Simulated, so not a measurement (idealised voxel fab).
process module | voxel tone inversion
cross-section cut | 255 nm wide | cells 5 nm
A cross-section is a grid of square cells, given in bands from the top down. A band is one or more rows of cells.
Each band's line starts with the height of the band's top and of its bottom, in nm. Then come its materials from left to right, each with its width in nm. One material with "throughout" fills the band from edge to edge. "air" is empty space.
Height 0 is the level under which the wafer as received is all one material. The lowest band goes on downwards, as in "0 down".
A width such as "30 to 40" changes by the same amount from each row of cells to the next, from the band's top row to its bottom row.
"no change" after a step means that no cell of the cross-section changed.
closed voids: empty space of 8 cells or more with no open way to the top, each as width x height at its distance from the left edge, in nm
after a step's settings: what the simulator itself notes on the step
overlay nm, on a step with a mask: how far to the right of its planned place the mask lay; to the left if negative
plan
1 op RECEIVE | material Si
2 op CONFORMAL_DEP | material SiN | thk nm 5
3 op DIRECTIONAL_DEP | material polySi | thk nm 20
4 op PATTERN | tone cover | mask id POSTS | material resist | width nm 20 | pitch nm 40 | thk nm 30 | overlay nm 0
5 op DIRECTIONAL_ETCH | etch materials polySi | depth nm 20
6 op STRIP | etch materials resist
7 op FILL_DEP | material lowk | thk nm 5
8 op CMP | height nm 25
9 op STRIP | etch materials polySi
10 op CONFORMAL_DEP | material TiN | thk nm 5
11 op FILL_DEP | material Cu | thk nm 5
12 op CMP | height nm 25
13 op CONFORMAL_DEP | material SiN | thk nm 5
as received, after step 1
  0 down: Si throughout
  closed voids: none
first wafer at the end, as planned
  30 to 25: SiN throughout
  25 to 10: lowk 55 | TiN 5 | Cu 10 | TiN 5 | lowk 20 | TiN 5 | Cu 10 | TiN 5 | lowk 20 | TiN 5 | Cu 10 | TiN 5 | lowk 20 | TiN 5 | Cu 10 | TiN 5 | lowk 60
  10 to 5: lowk 55 | TiN 20 | lowk 20 | TiN 20 | lowk 20 | TiN 20 | lowk 20 | TiN 20 | lowk 60
  5 to 0: SiN throughout
  0 down: Si throughout
  closed voids: none
second wafer at the end: like start, like plan, one mistake
  40 to 25: SiN throughout
  25 to 10: lowk 55 | TiN 5 | Cu 10 | TiN 5 | lowk 20 | TiN 5 | Cu 10 | TiN 5 | lowk 20 | TiN 5 | Cu 10 | TiN 5 | lowk 20 | TiN 5 | Cu 10 | TiN 5 | lowk 60
  10 to 5: lowk 55 | TiN 20 | lowk 20 | TiN 20 | lowk 20 | TiN 20 | lowk 20 | TiN 20 | lowk 60
  5 to 0: SiN throughout
  0 down: Si throughout
  closed voids: none
what went wrong: step 13 ran as: op CONFORMAL_DEP | material SiN | thk nm 15
at the end the second wafer has, in cells: 102 more of SiN
